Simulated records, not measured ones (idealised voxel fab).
Process module in this document: voxel ribs on slabs
Square cell edge 5 nm, section width 240 nm, ID cut.
Throughout this document, each cross-section is represented as a grid of square cells and is presented as a sequence of bands enumerated from the top downward, where a band comprises one or more rows of cells.
Top, bottom (nm), then materials left to right with widths (nm); lone material tagged "all across" fills the whole band edge to edge; "blank" = empty space.
Heads up on the height convention: 0 is the point under which the incoming wafer is all one material, and the lowest band has no bottom, it just keeps going down, like "0 -> down".
A width such as "30->40" changes by the same amount from each row of cells to the next, from the band's top row to its bottom row.
The cross-section has no changed cell in any step marked "remains unaltered".
Enclosed voids (no open way to top), threshold 8 cells or more, entry "Enclosed empty spaces", notation width x height at distance, distance from left edge, nm.
Past the settings on a step's line: simulator remark, on that step.
"overlay nm" denotes, for a step that has a mask, the displacement of the mask to the right of its planned place, with negative values corresponding to the left.
### The planned process steps are enumerated hereunder
step 1: RECEIVE [material Si]
step 2: DIRECTIONAL_DEP [material SiO2] [thk nm 30]
step 3: DIRECTIONAL_DEP [material SiN] [thk nm 20]
step 4: MASKED_ETCH [tone cover] [mask id RIB] [width nm 30] [etch materials SiN] [depth nm 10] [overlay nm 0]
step 5: PATTERN [tone cover] [mask id SLAB] [material resist] [width nm 60] [thk nm 20] [overlay nm 0]
step 6: DIRECTIONAL_ETCH [etch materials SiN] [depth nm 10]
step 7: STRIP [etch materials resist]
step 8: FILL_DEP [material SiO2] [thk nm 20]
step 9: CMP [height nm 60]
step 10: DIRECTIONAL_DEP [material TiN] [thk nm 10]
step 11: MASKED_ETCH [tone cover] [mask id HEATER] [width nm 40] [etch materials TiN] [depth nm 10] [overlay nm 0]
step 12: CONFORMAL_DEP [material SiO2] [thk nm 5]
### Delivered wafer in cross-section: state after step 1
	0 -> down: Si all across
	Enclosed empty spaces: none
### Starting wafer: above. Plan: above. Run: one mistake. Cross-section after the module: below
	70 -> 60: blank 100 | TiN 40 | blank 100
	60 -> 50: SiO2 all across
	50 -> 40: SiO2 105 | SiN 30 | SiO2 105
	40 -> 30: SiO2 90 | SiN 60 | SiO2 90
	30 -> 0: SiO2 all across
	0 -> down: Si all across
	Enclosed empty spaces: none
Against the plan, the run slipped here: step 12 of the plan got skipped, so it never ran
